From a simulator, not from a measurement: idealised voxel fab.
Process module in this document: voxel released beams
Cross-sectional view cut (width: 285 nm; square cell size: 5 nm).
Cross-section format: a grid of square cells, given as bands from top to bottom; each band is one or more rows of cells. Heads up on the band format: heights come first, top then bottom, in nm. After that it's the materials left to right, each with its width in nm. A single material flagged "throughout" fills the whole band edge to edge, and "empty" means there's empty space there. It should be noted that heights are counted from 0, beneath which the wafer as supplied is of one material throughout, and that the lowest band possesses no lower boundary but continues downward, as written in "0 nm and below". Graded width ("30..40"): value in top row of band = first number; value in bottom row = second number; row-to-row change constant. Given "no change occurred" for a step, no cell of the cross-section differs between before and after that step. "Closed void roster" lists enclosed empty spaces (at least 8 cells, no open path upward to the top), each as width x height at distance from the left edge, in nm. Whatever follows a step's settings on its line is a remark the simulator itself makes about that step. The line of a step may include "overlay nm". On a step with a mask, this value is how far to the right of its planned place the mask lay. A negative value means the mask lay to the left.

## The steps planned for the process are as follows
1) op RECEIVE | material Si
2) op CONFORMAL_DEP | material SiN | thk nm 10
3) op DIRECTIONAL_DEP | material SiO2 | thk nm 10
4) op MASKED_ETCH | tone open | mask id ANCHOR | width nm 30 | etch materials SiO2 | depth nm 10 | overlay nm -15
5) op CONFORMAL_DEP | material polySi | thk nm 10
6) op DIRECTIONAL_DEP | material aC | thk nm 15
7) op PATTERN | tone cover | mask id BEAM | material resist | width nm 110 | thk nm 30 | overlay nm 0
8) op DIRECTIONAL_ETCH | etch materials aC | depth nm 15
9) op STRIP | etch materials resist
10) op DIRECTIONAL_ETCH | etch materials polySi | depth nm 10
11) op STRIP | etch materials aC
12) op STRIP | etch materials SiO2
Be aware that, although all wafers share a common starting state, the overlay nm at step 4 differs among them, and the plan displays the first wafer's value.

## The first of several wafers as received, shown in cross-section; this is its state after step 1
	0 nm and below: Si throughout
	Closed void roster: none

## After the module's final step, step 12: the first of several wafers in cross-section
	30 nm to 20 nm: empty (95) | polySi (100) | empty (90)
	20 nm to 10 nm: empty (75) | polySi (30) | empty (180)
	10 nm to 0 nm: SiN throughout
	0 nm and below: Si throughout
	Closed void roster: none

## X-section, last wafer, module end
	30 nm to 20 nm: empty (85) | polySi (30) | empty (10) | polySi (70) | empty (90)
	20 nm to 10 nm: empty (105) | polySi (30) | empty (150)
	10 nm to 0 nm: SiN throughout
	0 nm and below: Si throughout
	Closed void roster: none

## Rows = wafers. At module end, each row lists per material the cells gained (+) or lost (-) since the wafer was received, then the closed voids
overlay nm -15, +114 SiN, +52 polySi, Closed void roster: none
overlay nm -10, +114 SiN, +52 polySi, Closed void roster: none
overlay nm -5, +114 SiN, +52 polySi, Closed void roster: none
overlay nm 0, +114 SiN, +52 polySi, Closed void roster: none
overlay nm 5, +114 SiN, +52 polySi, Closed void roster: none
overlay nm 10, +114 SiN, +52 polySi, Closed void roster: none
overlay nm 15, +114 SiN, +52 polySi, Closed void roster: none
